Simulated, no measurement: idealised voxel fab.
This is a process module. Its name is voxel transistor to metal.
Pictured: cross-section cut, 185 nm wide, on a grid of 5 nm square cells.
Cross-section spec: square-cell grid; bands listed top down; each band is one or more rows. Heads up on the band format: heights come first, top then bottom, in nm. After that it's the materials left to right, each with its width in nm. A single material flagged "full width" fills the whole band edge to edge, and "empty" means there's empty space there. Convention: height 0 is the level below which the wafer, as received, is all one material. The lowest band does not terminate at the bottom but continues downward, represented as "0 down". Per-row width for "30 to 40": begins at first number (top row of band), ends at second number (bottom row), increment between rows held constant. Any step labelled "all unchanged" changed none of the cells in the cross-section. "Closed voids list" enumerates empty spaces isolated from the top, with no open way to it, that contain at least 8 cells, giving each as width x height at distance from the left edge, all three in nm. On each step's line, the part that comes after the settings is the simulator's own comment on the step. "overlay nm" on a masked step: distance the mask lay right of its planned place, negative for left. How should the pairs below be read? Each gives the cross-section before one process step and the cross-section after it, the latter drawn only to the lowest band that changed; the step that lies between them, with its settings, appears under the pair. Does a pair pick up where the pair above left off? Only where its entry headed "Before-step section" says so, since pairs can come from different runs of this module on the same starting wafer.
**Before-step section**
* 0 down: Si full width
* Closed voids list: none
**Post-Step Appearance**
* 5 to 0: SiO2 full width
* Below 0, no change.
* Closed voids list: none
Applied between the two views above: CONFORMAL_DEP,material SiO2,thk nm 5
Before-step section: after-state, pair directly above.
**Post-Step Appearance**
* 15 to 5: SiN full width
* Below 5, no change.
* Closed voids list: none
Applied between the two views above: CONFORMAL_DEP,material SiN,thk nm 10
Before-step section: after-state, pair directly above.
**Post-Step Appearance**
* 25 to 15: aC full width
* Below 15, no change.
* Closed voids list: none
Applied between the two views above: DIRECTIONAL_DEP,material aC,thk nm 10
Before-step section: after-state, pair directly above.
**Post-Step Appearance**
* 50 to 25: empty (40) / resist (100) / empty (45)
* Below 25, no change.
* Closed voids list: none
Applied between the two views above: PATTERN,tone cover,mask id ACTIVE,material resist,width nm 100,thk nm 25,overlay nm 0
Before-step section: after-state, pair directly above.
**Post-Step Appearance**
* 40 to 25: empty (40) / resist (100) / empty (45)
* 25 to 15: empty (40) / aC (100) / empty (45)
* Below 15, no change.
* Closed voids list: none
Applied between the two views above: DIRECTIONAL_ETCH,etch materials aC,depth nm 10
Before-step section: after-state, pair directly above.
**Post-Step Appearance**
* 25 to 15: empty (40) / aC (100) / empty (45)
* Below 15, no change.
* Closed voids list: none
Applied between the two views above: STRIP,etch materials resist
Before-step section: after-state, pair directly above.
**Post-Step Appearance**
* 25 to 15: empty (40) / aC (100) / empty (45)
* 15 to 5: empty (40) / SiN (100) / empty (45)
* Below 5, no change.
* Closed voids list: none
Applied between the two views above: DIRECTIONAL_ETCH,etch materials SiN,depth nm 10
Before-step section: after-state, pair directly above.
**Post-Step Appearance**
* 25 to 15: empty (40) / aC (100) / empty (45)
* 15 to 5: empty (40) / SiN (100) / empty (45)
* 5 to 0: empty (40) / SiO2 (100) / empty (45)
* Below 0, no change.
* Closed voids list: none
Applied between the two views above: DIRECTIONAL_ETCH,etch materials SiO2,depth nm 5
Before-step section: after-state, pair directly above.
**Post-Step Appearance**
* 25 to 15: empty (40) / aC (100) / empty (45)
* 15 to 5: empty (40) / SiN (100) / empty (45)
* 5 to 0: empty (40) / SiO2 (100) / empty (45)
* 0 to -25: empty (40) / Si (100) / empty (45)
* Below -25, no change.
* Closed voids list: none
Applied between the two views above: DIRECTIONAL_ETCH,etch materials Si,depth nm 25
Before-step section: after-state, pair directly above.
**Post-Step Appearance**
* 15 to 5: empty (40) / SiN (100) / empty (45)
* Below 5, no change.
* Closed voids list: none
Applied between the two views above: STRIP,etch materials aC
Before-step section: after-state, pair directly above.
**Post-Step Appearance**
* 15 to 5: empty (40) / SiN (100) / empty (45)
* 5 to 0: empty (40) / SiO2 (100) / empty (45)
* 0 to -25: empty (40) / SiO2 (5) / Si (90) / SiO2 (5) / empty (45)
* -25 to -30: SiO2 (45) / Si (90) / SiO2 (50)
* Below -30, no change.
* Closed voids list: none
Applied between the two views above: OXIDIZE,depth nm 5
Before-step section: after-state, pair directly above.
**Post-Step Appearance**
* 20 to 15: SiO2 full width
* 15 to 5: SiO2 (40) / SiN (100) / SiO2 (45)
* 5 to 0: SiO2 full width
* 0 to -30: SiO2 (45) / Si (90) / SiO2 (50)
* Below -30, no change.
* Closed voids list: none
Applied between the two views above: FILL_DEP,material SiO2,thk nm 5
Before-step section: after-state, pair directly above.
**Post-Step Appearance**
* 15 to 5: SiO2 (40) / SiN (100) / SiO2 (45)
* Below 5, no change.
* Closed voids list: none
Applied between the two views above: CMP,height nm 15
Before-step section: after-state, pair directly above.
**Post-Step Appearance**
* 15 to 10: empty (40) / SiN (100) / empty (45)
* Below 10, no change.
* Closed voids list: none
Applied between the two views above: SELECTIVE_ETCH,etch materials SiO2,depth nm 5
Before-step section: after-state, pair directly above.
**Post-Step Appearance**
* 10 to 5: SiO2 (40) / empty (100) / SiO2 (45)
* Below 5, no change.
* Closed voids list: none
Applied between the two views above: STRIP,etch materials SiN
Before-step section: after-state, pair directly above.
**Post-Step Appearance**
* 5 to 0: SiO2 (35) / empty (110) / SiO2 (40)
* Below 0, no change.
* Closed voids list: none
Applied between the two views above: SELECTIVE_ETCH,etch materials SiO2,depth nm 5
Before-step section: after-state, pair directly above.
**Post-Step Appearance**
* 5 to 0: SiO2 (35) / empty (110) / SiO2 (40)
* 0 to -5: SiO2 full width
* Below -5, no change.
* Closed voids list: none
Applied between the two views above: OXIDIZE,depth nm 5
Before-step section: after-state, pair directly above.
**Post-Step Appearance**
* 35 to 30: polySi (35) / empty (110) / polySi (40)
* 30 to 5: polySi full width
* 5 to 0: SiO2 (35) / polySi (110) / SiO2 (40)
* Below 0, no change.
* Closed voids list: none
Applied between the two views above: DIRECTIONAL_DEP,material polySi,thk nm 30
Before-step section: after-state, pair directly above.
**Post-Step Appearance**
* 50 to 45: SiCN (35) / empty (110) / SiCN (40)
* 45 to 35: SiCN full width
* 35 to 30: polySi (35) / SiCN (110) / polySi (40)
* Below 30, no change.
* Closed voids list: none
Applied between the two views above: DIRECTIONAL_DEP,material SiCN,thk nm 15
Before-step section: after-state, pair directly above.
**Post-Step Appearance**
* 65 to 60: aC (35) / empty (110) / aC (40)
* 60 to 50: aC full width
* 50 to 45: SiCN (35) / aC (110) / SiCN (40)
* Below 45, no change.
* Closed voids list: none
Applied between the two views above: DIRECTIONAL_DEP,material aC,thk nm 15
Before-step section: after-state, pair directly above.
**Post-Step Appearance**
* 100 to 65: empty (75) / resist (30) / empty (80)
* 65 to 60: aC (35) / empty (40) / resist (30) / empty (40) / aC (40)
* Below 60, no change.
* Closed voids list: none
Applied between the two views above: PATTERN,tone cover,mask id GATE,material resist,width nm 30,thk nm 35,overlay nm 0
Before-step section: after-state, pair directly above.
**Post-Step Appearance**
* 85 to 60: empty (75) / resist (30) / empty (80)
* 60 to 50: empty (75) / aC (30) / empty (80)
* 50 to 45: SiCN (35) / empty (40) / aC (30) / empty (40) / SiCN (40)
* Below 45, no change.
* Closed voids list: none
Applied between the two views above: DIRECTIONAL_ETCH,etch materials aC,depth nm 15
Before-step section: after-state, pair directly above.
**Post-Step Appearance**
* 60 to 50: empty (75) / aC (30) / empty (80)
* Below 50, no change.
* Closed voids list: none
Applied between the two views above: STRIP,etch materials resist
Before-step section: after-state, pair directly above.
**Post-Step Appearance**
* 60 to 45: empty (75) / aC (30) / empty (80)
* 45 to 35: empty (75) / SiCN (30) / empty (80)
* 35 to 30: polySi (35) / empty (40) / SiCN (30) / empty (40) / polySi (40)
* Below 30, no change.
* Closed voids list: none
Applied between the two views above: DIRECTIONAL_ETCH,etch materials SiCN,depth nm 25
Before-step section: after-state, pair directly above.
**Post-Step Appearance**
* 60 to 45: empty (75) / aC (30) / empty (80)
* 45 to 30: empty (75) / SiCN (30) / empty (80)
* 30 to 5: empty (75) / polySi (30) / empty (80)
* 5 to 0: SiO2 (35) / empty (40) / polySi (30) / empty (40) / SiO2 (40)
* Below 0, no change.
* Closed voids list: none
Applied between the two views above: DIRECTIONAL_ETCH,etch materials polySi,depth nm 40
Before-step section: after-state, pair directly above.
**Post-Step Appearance**
* 45 to 30: empty (75) / SiCN (30) / empty (80)
* Below 30, no change.
* Closed voids list: none
Applied between the two views above: STRIP,etch materials aC
Before-step section: after-state, pair directly above.
**Post-Step Appearance**
* 50 to 45: empty (70) / SiN (40) / empty (75)
* 45 to 30: empty (70) / SiN (5) / SiCN (30) / SiN (5) / empty (75)
* 30 to 10: empty (70) / SiN (5) / polySi (30) / SiN (5) / empty (75)
* 10 to 5: SiN (40) / empty (30) / SiN (5) / polySi (30) / SiN (5) / empty (30) / SiN (45)
* 5 to 0: SiO2 (35) / SiN (40) / polySi (30) / SiN (40) / SiO2 (40)
* Below 0, no change.
* Closed voids list: none
Applied between the two views above: CONFORMAL_DEP,material SiN,thk nm 5
Before-step section: after-state, pair directly above.
**Post-Step Appearance**
* 45 to 30: empty (70) / SiN (5) / SiCN (30) / SiN (5) / empty (75)
* 30 to 5: empty (70) / SiN (5) / polySi (30) / SiN (5) / empty (75)
* 5 to 0: SiO2 (35) / SiN (5) / empty (30) / SiN (5) / polySi (30) / SiN (5) / empty (30) / SiN (5) / SiO2 (40)
* Below 0, no change.
* Closed voids list: none
Applied between the two views above: DIRECTIONAL_ETCH,etch materials SiN,depth nm 5
Before-step section: after-state, pair directly above.
**Post-Step Appearance**
* 45 to 30: empty (70) / SiN (5) / SiCN (30) / SiN (5) / empty (75)
* 30 to 5: empty (70) / SiN (5) / polySi (30) / SiN (5) / empty (75)
* 5 to 0: empty (35) / SiN (5) / empty (30) / SiN (5) / polySi (30) / SiN (5) / empty (30) / SiN (5) / empty (40)
* 0 to -5: SiO2 (40) / empty (30) / SiO2 (40) / empty (30) / SiO2 (45)
* Below -5, no change.
* Closed voids list: none
Applied between the two views above: DIRECTIONAL_ETCH,etch materials SiO2,depth nm 5
Before-step section: after-state, pair directly above.
**Post-Step Appearance**
* 45 to 30: empty (70) / SiN (5) / SiCN (30) / SiN (5) / empty (75)
* 30 to 5: empty (70) / SiN (5) / polySi (30) / SiN (5) / empty (75)
* 5 to 0: empty (35) / SiN (5) / empty (30) / SiN (5) / polySi (30) / SiN (5) / empty (30) / SiN (5) / empty (40)
* 0 to -5: SiO2 (40) / empty (30) / SiO2 (40) / empty (30) / SiO2 (45)
* -5 to -15: SiO2 (45) / empty (25) / Si (40) / empty (25) / SiO2 (50)
* Below -15, no change.
* Closed voids list: none
Applied between the two views above: DIRECTIONAL_ETCH,etch materials Si,depth nm 10
Before-step section: after-state, pair directly above.
**Post-Step Appearance**
* 45 to 30: empty (70) / SiN (5) / SiCN (30) / SiN (5) / empty (75)
* 30 to 5: empty (70) / SiN (5) / polySi (30) / SiN (5) / empty (75)
* 5 to 0: empty (35) / SiN (5) / empty (20) / SiGe (10) / SiN (5) / polySi (30) / SiN (5) / SiGe (10) / empty (20) / SiN (5) / empty (40)
* 0 to -5: SiO2 (40) / empty (20) / SiGe (10) / SiO2 (40) / SiGe (10) / empty (20) / SiO2 (45)
* -5 to -15: SiO2 (45) / SiGe (25) / Si (40) / SiGe (25) / SiO2 (50)
* Below -15, no change.
* Closed voids list: none
Applied between the two views above: EPI,material SiGe,thk nm 10
Before-step section: after-state, pair directly above.
**Post-Step Appearance**
* 50 to 45: SiO2 full width
* 45 to 30: SiO2 (70) / SiN (5) / SiCN (30) / SiN (5) / SiO2 (75)
* 30 to 5: SiO2 (70) / SiN (5) / polySi (30) / SiN (5) / SiO2 (75)
* 5 to 0: SiO2 (35) / SiN (5) / SiO2 (20) / SiGe (10) / SiN (5) / polySi (30) / SiN (5) / SiGe (10) / SiO2 (20) / SiN (5) / SiO2 (40)
* 0 to -5: SiO2 (60) / SiGe (10) / SiO2 (40) / SiGe (10) / SiO2 (65)
* Below -5, no change.
* Closed voids list: none
Applied between the two views above: FILL_DEP,material SiO2,thk nm 5
Before-step section: after-state, pair directly above.
**Post-Step Appearance**
* 30 to 5: SiO2 (70) / SiN (5) / polySi (30) / SiN (5) / SiO2 (75)
* Below 5, no change.
* Closed voids list: none
Applied between the two views above: CMP,height nm 30
Before-step section: after-state, pair directly above.
**Post-Step Appearance**
* 30 to 5: SiO2 (70) / SiN (5) / empty (30) / SiN (5) / SiO2 (75)
* 5 to 0: SiO2 (35) / SiN (5) / SiO2 (20) / SiGe (10) / SiN (5) / empty (30) / SiN (5) / SiGe (10) / SiO2 (20) / SiN (5) / SiO2 (40)
* Below 0, no change.
* Closed voids list: none
Applied between the two views above: STRIP,etch materials polySi
Before-step section: after-state, pair directly above.
**Post-Step Appearance**
* 30 to 25: empty (70) / SiN (5) / empty (30) / SiN (5) / empty (75)
* 25 to 5: SiO2 (70) / SiN (5) / empty (30) / SiN (5) / SiO2 (75)
* 5 to 0: SiO2 (35) / SiN (5) / SiO2 (20) / SiGe (10) / SiN (5) / empty (30) / SiN (5) / SiGe (10) / SiO2 (20) / SiN (5) / SiO2 (40)
* 0 to -5: SiO2 (60) / SiGe (10) / empty (40) / SiGe (10) / SiO2 (65)
* Below -5, no change.
* Closed voids list: none
Applied between the two views above: SELECTIVE_ETCH,etch materials SiO2,depth nm 5
Before-step section: after-state, pair directly above.
**Post-Step Appearance**
* 35 to 30: empty (65) / HfO2 (15) / empty (20) / HfO2 (15) / empty (70)
* 30 to 25: HfO2 (70) / SiN (5) / HfO2 (5) / empty (20) / HfO2 (5) / SiN (5) / HfO2 (75)
* 25 to 5: SiO2 (70) / SiN (5) / HfO2 (5) / empty (20) / HfO2 (5) / SiN (5) / SiO2 (75)
* 5 to 0: SiO2 (35) / SiN (5) / SiO2 (20) / SiGe (10) / SiN (5) / HfO2 (5) / empty (20) / HfO2 (5) / SiN (5) / SiGe (10) / SiO2 (20) / SiN (5) / SiO2 (40)
* 0 to -5: SiO2 (60) / SiGe (10) / HfO2 (40) / SiGe (10) / SiO2 (65)
* Below -5, no change.
* Closed voids list: none
Applied between the two views above: CONFORMAL_DEP,material HfO2,thk nm 5
Before-step section: after-state, pair directly above.
**Post-Step Appearance**
* 40 to 35: empty (60) / TiN (25) / empty (10) / TiN (25) / empty (65)
* 35 to 30: TiN (65) / HfO2 (15) / TiN (5) / empty (10) / TiN (5) / HfO2 (15) / TiN (70)
* 30 to 25: HfO2 (70) / SiN (5) / HfO2 (5) / TiN (5) / empty (10) / TiN (5) / HfO2 (5) / SiN (5) / HfO2 (75)
* 25 to 5: SiO2 (70) / SiN (5) / HfO2 (5) / TiN (5) / empty (10) / TiN (5) / HfO2 (5) / SiN (5) / SiO2 (75)
* 5 to 0: SiO2 (35) / SiN (5) / SiO2 (20) / SiGe (10) / SiN (5) / HfO2 (5) / TiN (20) / HfO2 (5) / SiN (5) / SiGe (10) / SiO2 (20) / SiN (5) / SiO2 (40)
* Below 0, no change.
* Closed voids list: none
Applied between the two views above: CONFORMAL_DEP,material TiN,thk nm 5
Before-step section: after-state, pair directly above.
**Post-Step Appearance**
* 45 to 40: W full width
* 40 to 35: W (60) / TiN (25) / W (10) / TiN (25) / W (65)
* 35 to 30: TiN (65) / HfO2 (15) / TiN (5) / W (10) / TiN (5) / HfO2 (15) / TiN (70)
* 30 to 25: HfO2 (70) / SiN (5) / HfO2 (5) / TiN (5) / W (10) / TiN (5) / HfO2 (5) / SiN (5) / HfO2 (75)
* 25 to 5: SiO2 (70) / SiN (5) / HfO2 (5) / TiN (5) / W (10) / TiN (5) / HfO2 (5) / SiN (5) / SiO2 (75)
* Below 5, no change.
* Closed voids list: none
Applied between the two views above: FILL_DEP,material W,thk nm 5
Before-step section: after-state, pair directly above.
**Post-Step Appearance**
* 25 to 5: SiO2 (70) / SiN (5) / HfO2 (5) / TiN (5) / W (10) / TiN (5) / HfO2 (5) / SiN (5) / SiO2 (75)
* Below 5, no change.
* Closed voids list: none
Applied between the two views above: CMP,height nm 25
Before-step section: after-state, pair directly above.
**Post-Step Appearance**
* 40 to 25: SiO2 full width
* Below 25, no change.
* Closed voids list: none
Applied between the two views above: DIRECTIONAL_DEP,material SiO2,thk nm 15
Before-step section: after-state, pair directly above.
**Post-Step Appearance**
* 60 to 40: resist (45) / empty (15) / resist (60) / empty (15) / resist (50)
* Below 40, no change.
* Closed voids list: none
Applied between the two views above: PATTERN,tone open,mask id CONTACT,material resist,width nm 15,pitch nm 75,thk nm 20,overlay nm 0
Before-step section: after-state, pair directly above.
**Post-Step Appearance**
* 60 to 40: resist (45) / empty (15) / resist (60) / empty (15) / resist (50)
* 40 to 25: SiO2 (45) / empty (15) / SiO2 (60) / empty (15) / SiO2 (50)
* 25 to 5: SiO2 (45) / empty (15) / SiO2 (10) / SiN (5) / HfO2 (5) / TiN (5) / W (10) / TiN (5) / HfO2 (5) / SiN (5) / SiO2 (10) / empty (15) / SiO2 (50)
* 5 to 0: SiO2 (35) / SiN (5) / SiO2 (5) / empty (15) / SiGe (10) / SiN (5) / HfO2 (5) / TiN (20) / HfO2 (5) / SiN (5) / SiGe (10) / empty (15) / SiO2 (5) / SiN (5) / SiO2 (40)
* 0 to -5: SiO2 (45) / empty (15) / SiGe (10) / HfO2 (40) / SiGe (10) / empty (15) / SiO2 (50)
* Below -5, no change.
* Closed voids list: none
Applied between the two views above: DIRECTIONAL_ETCH,etch materials SiO2,depth nm 45
Before-step section: after-state, pair directly above.
**Post-Step Appearance**
* 40 to 25: SiO2 (45) / empty (15) / SiO2 (60) / empty (15) / SiO2 (50)
* Below 25, no change.
* Closed voids list: none
Applied between the two views above: STRIP,etch materials resist
Before-step section: after-state, pair directly above.
**Post-Step Appearance**
* 45 to 40: TiN (50) / empty (5) / TiN (70) / empty (5) / TiN (55)
* 40 to 25: SiO2 (45) / TiN (5) / empty (5) / TiN (5) / SiO2 (60) / TiN (5) / empty (5) / TiN (5) / SiO2 (50)
* 25 to 5: SiO2 (45) / TiN (5) / empty (5) / TiN (5) / SiO2 (10) / SiN (5) / HfO2 (5) / TiN (5) / W (10) / TiN (5) / HfO2 (5) / SiN (5) / SiO2 (10) / TiN (5) / empty (5) / TiN (5) / SiO2 (50)
* 5 to 0: SiO2 (35) / SiN (5) / SiO2 (5) / TiN (5) / empty (5) / TiN (5) / SiGe (10) / SiN (5) / HfO2 (5) / TiN (20) / HfO2 (5) / SiN (5) / SiGe (10) / TiN (5) / empty (5) / TiN (5) / SiO2 (5) / SiN (5) / SiO2 (40)
* 0 to -5: SiO2 (45) / TiN (15) / SiGe (10) / HfO2 (40) / SiGe (10) / TiN (15) / SiO2 (50)
* Below -5, no change.
* Closed voids list: none
Applied between the two views above: CONFORMAL_DEP,material TiN,thk nm 5
Before-step section: after-state, pair directly above.
**Post-Step Appearance**
* 55 to 45: W full width
* 45 to 40: TiN (50) / W (5) / TiN (70) / W (5) / TiN (55)
* 40 to 25: SiO2 (45) / TiN (5) / W (5) / TiN (5) / SiO2 (60) / TiN (5) / W (5) / TiN (5) / SiO2 (50)
* 25 to 5: SiO2 (45) / TiN (5) / W (5) / TiN (5) / SiO2 (10) / SiN (5) / HfO2 (5) / TiN (5) / W (10) / TiN (5) / HfO2 (5) / SiN (5) / SiO2 (10) / TiN (5) / W (5) / TiN (5) / SiO2 (50)
* 5 to 0: SiO2 (35) / SiN (5) / SiO2 (5) / TiN (5) / W (5) / TiN (5) / SiGe (10) / SiN (5) / HfO2 (5) / TiN (20) / HfO2 (5) / SiN (5) / SiGe (10) / TiN (5) / W (5) / TiN (5) / SiO2 (5) / SiN (5) / SiO2 (40)
* Below 0, no change.
* Closed voids list: none
Applied between the two views above: FILL_DEP,material W,thk nm 10
Before-step section: after-state, pair directly above.
**Post-Step Appearance**
* 40 to 25: SiO2 (45) / TiN (5) / W (5) / TiN (5) / SiO2 (60) / TiN (5) / W (5) / TiN (5) / SiO2 (50)
* Below 25, no change.
* Closed voids list: none
Applied between the two views above: CMP,height nm 40
Before-step section: after-state, pair directly above.
**Post-Step Appearance**
* 45 to 40: SiCN full width
* Below 40, no change.
* Closed voids list: none
Applied between the two views above: CONFORMAL_DEP,material SiCN,thk nm 5
Before-step section: after-state, pair directly above.
**Post-Step Appearance**
* 60 to 45: lowk full width
* Below 45, no change.
* Closed voids list: none
Applied between the two views above: DIRECTIONAL_DEP,material lowk,thk nm 15
Before-step section: after-state, pair directly above.
**Post-Step Appearance**
* 60 to 45: lowk (45) / empty (15) / lowk (60) / empty (15) / lowk (50)
* Below 45, no change.
* Closed voids list: none
Applied between the two views above: MASKED_ETCH,tone open,mask id METAL_1,width nm 15,pitch nm 75,etch materials lowk,depth nm 15,overlay nm 0
Before-step section: after-state, pair directly above.
**Post-Step Appearance**
* 60 to 45: lowk (45) / empty (15) / lowk (60) / empty (15) / lowk (50)
* 45 to 40: SiCN (45) / empty (15) / SiCN (60) / empty (15) / SiCN (50)
* Below 40, no change.
* Closed voids list: none
Applied between the two views above: MASKED_ETCH,tone open,mask id METAL_1,width nm 15,pitch nm 75,etch materials SiCN,depth nm 5,overlay nm 0
Before-step section: after-state, pair directly above.
**Post-Step Appearance**
* 65 to 60: TiN (50) / empty (5) / TiN (70) / empty (5) / TiN (55)
* 60 to 45: lowk (45) / TiN (5) / empty (5) / TiN (5) / lowk (60) / TiN (5) / empty (5) / TiN (5) / lowk (50)
* 45 to 40: SiCN (45) / TiN (15) / SiCN (60) / TiN (15) / SiCN (50)
* Below 40, no change.
* Closed voids list: none
Applied between the two views above: CONFORMAL_DEP,material TiN,thk nm 5
Before-step section: after-state, pair directly above.
**Post-Step Appearance**
* 70 to 65: Cu full width
* 65 to 60: TiN (50) / Cu (5) / TiN (70) / Cu (5) / TiN (55)
* 60 to 45: lowk (45) / TiN (5) / Cu (5) / TiN (5) / lowk (60) / TiN (5) / Cu (5) / TiN (5) / lowk (50)
* Below 45, no change.
* Closed voids list: none
Applied between the two views above: FILL_DEP,material Cu,thk nm 5
Before-step section: after-state, pair directly above.
**Post-Step Appearance**
* 60 to 45: lowk (45) / TiN (5) / Cu (5) / TiN (5) / lowk (60) / TiN (5) / Cu (5) / TiN (5) / lowk (50)
* Below 45, no change.
* Closed voids list: none
Applied between the two views above: CMP,height nm 60
Before-step section: after-state, pair directly above.
**Post-Step Appearance**
* 65 to 60: SiCN full width
* Below 60, no change.
* Closed voids list: none
Applied between the two views above: CONFORMAL_DEP,material SiCN,thk nm 5
Before-step section: after-state, pair directly above.
**Post-Step Appearance**
* 100 to 65: lowk full width
* Below 65, no change.
* Closed voids list: none
Applied between the two views above: DIRECTIONAL_DEP,material lowk,thk nm 35
Before-step section: after-state, pair directly above.
**Post-Step Appearance**
* 110 to 100: aC full width
* Below 100, no change.
* Closed voids list: none
Applied between the two views above: DIRECTIONAL_DEP,material aC,thk nm 10
Before-step section: after-state, pair directly above.
**Post-Step Appearance**
* 135 to 110: resist (45) / empty (15) / resist (60) / empty (15) / resist (50)
* Below 110, no change.
* Closed voids list: none
Applied between the two views above: PATTERN,tone open,mask id METAL_2,material resist,width nm 15,pitch nm 75,thk nm 25,overlay nm 0
Before-step section: after-state, pair directly above.
**Post-Step Appearance**
* 125 to 110: resist (45) / empty (15) / resist (60) / empty (15) / resist (50)
* 110 to 100: aC (45) / empty (15) / aC (60) / empty (15) / aC (50)
* Below 100, no change.
* Closed voids list: none
Applied between the two views above: DIRECTIONAL_ETCH,etch materials aC,depth nm 10
Before-step section: after-state, pair directly above.
**Post-Step Appearance**
* 110 to 100: aC (45) / empty (15) / aC (60) / empty (15) / aC (50)
* Below 100, no change.
* Closed voids list: none
Applied between the two views above: STRIP,etch materials resist
Before-step section: after-state, pair directly above.
**Post-Step Appearance**
* 110 to 100: aC (45) / empty (15) / aC (60) / empty (15) / aC (50)
* 100 to 80: lowk (45) / empty (15) / lowk (60) / empty (15) / lowk (50)
* Below 80, no change.
* Closed voids list: none
Applied between the two views above: DIRECTIONAL_ETCH,etch materials lowk,depth nm 20
Before-step section: after-state, pair directly above.
**Post-Step Appearance**
* 100 to 80: lowk (45) / empty (15) / lowk (60) / empty (15) / lowk (50)
* Below 80, no change.
* Closed voids list: none
Applied between the two views above: STRIP,etch materials aC
Before-step section: after-state, pair directly above.
**Post-Step Appearance**
* 115 to 100: aC (45) / empty (15) / aC (60) / empty (15) / aC (50)
* 100 to 95: lowk (45) / empty (15) / lowk (60) / empty (15) / lowk (50)
* 95 to 80: lowk (45) / aC (15) / lowk (60) / aC (15) / lowk (50)
* Below 80, no change.
* Closed voids list: none
Applied between the two views above: DIRECTIONAL_DEP,material aC,thk nm 15
Before-step section: after-state, pair directly above.
**Post-Step Appearance**
* 145 to 115: resist (45) / empty (15) / resist (60) / empty (15) / resist (50)
* Below 115, no change.
* Closed voids list: none
Applied between the two views above: PATTERN,tone open,mask id METAL_2_HOLES,material resist,width nm 15,pitch nm 75,thk nm 30,overlay nm 0
Before-step section: after-state, pair directly above.
**Post-Step Appearance**
* 130 to 115: resist (45) / empty (15) / resist (60) / empty (15) / resist (50)
* 115 to 100: aC (45) / empty (15) / aC (60) / empty (15) / aC (50)
* 100 to 80: lowk (45) / empty (15) / lowk (60) / empty (15) / lowk (50)
* Below 80, no change.
* Closed voids list: none
Applied between the two views above: DIRECTIONAL_ETCH,etch materials aC,depth nm 15
Before-step section: after-state, pair directly above.
**Post-Step Appearance**
* 115 to 100: aC (45) / empty (15) / aC (60) / empty (15) / aC (50)
* Below 100, no change.
* Closed voids list: none
Applied between the two views above: STRIP,etch materials resist
Before-step section: after-state, pair directly above.
**Post-Step Appearance**
* 115 to 100: aC (45) / empty (15) / aC (60) / empty (15) / aC (50)
* 100 to 65: lowk (45) / empty (15) / lowk (60) / empty (15) / lowk (50)
* Below 65, no change.
* Closed voids list: none
Applied between the two views above: DIRECTIONAL_ETCH,etch materials lowk,depth nm 15
Before-step section: after-state, pair directly above.
**Post-Step Appearance**
* 115 to 100: aC (45) / empty (15) / aC (60) / empty (15) / aC (50)
* 100 to 65: lowk (45) / empty (15) / lowk (60) / empty (15) / lowk (50)
* 65 to 60: SiCN (45) / empty (15) / SiCN (60) / empty (15) / SiCN (50)
* Below 60, no change.
* Closed voids list: none
Applied between the two views above: DIRECTIONAL_ETCH,etch materials SiCN,depth nm 5
Before-step section: after-state, pair directly above.
**Post-Step Appearance**
* 100 to 65: lowk (45) / empty (15) / lowk (60) / empty (15) / lowk (50)
* Below 65, no change.
* Closed voids list: none
Applied between the two views above: STRIP,etch materials aC
Before-step section: after-state, pair directly above.
**Post-Step Appearance**
* 105 to 100: TiN (50) / empty (5) / TiN (70) / empty (5) / TiN (55)
* 100 to 65: lowk (45) / TiN (5) / empty (5) / TiN (5) / lowk (60) / TiN (5) / empty (5) / TiN (5) / lowk (50)
* 65 to 60: SiCN (45) / TiN (15) / SiCN (60) / TiN (15) / SiCN (50)
* Below 60, no change.
* Closed voids list: none
Applied between the two views above: CONFORMAL_DEP,material TiN,thk nm 5
Before-step section: after-state, pair directly above.
**Post-Step Appearance**
* 115 to 105: Cu full width
* 105 to 100: TiN (50) / Cu (5) / TiN (70) / Cu (5) / TiN (55)
* 100 to 65: lowk (45) / TiN (5) / Cu (5) / TiN (5) / lowk (60) / TiN (5) / Cu (5) / TiN (5) / lowk (50)
* Below 65, no change.
* Closed voids list: none
Applied between the two views above: FILL_DEP,material Cu,thk nm 10
Before-step section: after-state, pair directly above.
**Post-Step Appearance**
* 100 to 65: lowk (45) / TiN (5) / Cu (5) / TiN (5) / lowk (60) / TiN (5) / Cu (5) / TiN (5) / lowk (50)
* Below 65, no change.
* Closed voids list: none
Applied between the two views above: CMP,height nm 100
Before-step section: after-state, pair directly above.
**Post-Step Appearance**
* 105 to 100: SiCN full width
* Below 100, no change.
* Closed voids list: none
Applied between the two views above: CONFORMAL_DEP,material SiCN,thk nm 5
**Before-step section**
* 45 to 40: W full width
* 40 to 35: W (60) / TiN (25) / W (10) / TiN (25) / W (65)
* 35 to 30: TiN (65) / HfO2 (15) / TiN (5) / W (10) / TiN (5) / HfO2 (15) / TiN (70)
* 30 to 25: HfO2 (70) / SiN (5) / HfO2 (5) / TiN (5) / W (10) / TiN (5) / HfO2 (5) / SiN (5) / HfO2 (75)
* 25 to 5: SiO2 (70) / SiN (5) / HfO2 (5) / TiN (5) / W (10) / TiN (5) / HfO2 (5) / SiN (5) / SiO2 (75)
* 5 to 0: SiO2 (35) / SiN (5) / SiO2 (20) / SiGe (10) / SiN (5) / HfO2 (5) / TiN (20) / HfO2 (5) / SiN (5) / SiGe (10) / SiO2 (20) / SiN (5) / SiO2 (40)
* 0 to -5: SiO2 (60) / SiGe (10) / HfO2 (40) / SiGe (10) / SiO2 (65)
* -5 to -15: SiO2 (45) / SiGe (25) / Si (40) / SiGe (25) / SiO2 (50)
* -15 to -30: SiO2 (45) / Si (90) / SiO2 (50)
* -30 down: Si full width
* Closed voids list: none
**Post-Step Appearance**
* 60 to 45: SiO2 full width
* Below 45, no change.
* Closed voids list: none
Applied between the two views above: DIRECTIONAL_DEP,material SiO2,thk nm 15
Before-step section: after-state, pair directly above.
**Post-Step Appearance**
* 80 to 60: resist (45) / empty (15) / resist (60) / empty (15) / resist (50)
* Below 60, no change.
* Closed voids list: none
Applied between the two views above: PATTERN,tone open,mask id CONTACT,material resist,width nm 15,pitch nm 75,thk nm 20,overlay nm 0
Before-step section: after-state, pair directly above.
**Post-Step Appearance**
* 80 to 60: resist (45) / empty (15) / resist (60) / empty (15) / resist (50)
* 60 to 45: SiO2 (45) / empty (15) / SiO2 (60) / empty (15) / SiO2 (50)
* Below 45, no change.
* Closed voids list: none
Applied between the two views above: DIRECTIONAL_ETCH,etch materials SiO2,depth nm 45
Before-step section: after-state, pair directly above.
**Post-Step Appearance**
* 60 to 45: SiO2 (45) / empty (15) / SiO2 (60) / empty (15) / SiO2 (50)
* Below 45, no change.
* Closed voids list: none
Applied between the two views above: STRIP,etch materials resist
Before-step section: after-state, pair directly above.
**Post-Step Appearance**
* 65 to 60: TiN (50) / empty (5) / TiN (70) / empty (5) / TiN (55)
* 60 to 50: SiO2 (45) / TiN (5) / empty (5) / TiN (5) / SiO2 (60) / TiN (5) / empty (5) / TiN (5) / SiO2 (50)
* 50 to 45: SiO2 (45) / TiN (15) / SiO2 (60) / TiN (15) / SiO2 (50)
* Below 45, no change.
* Closed voids list: none
Applied between the two views above: CONFORMAL_DEP,material TiN,thk nm 5
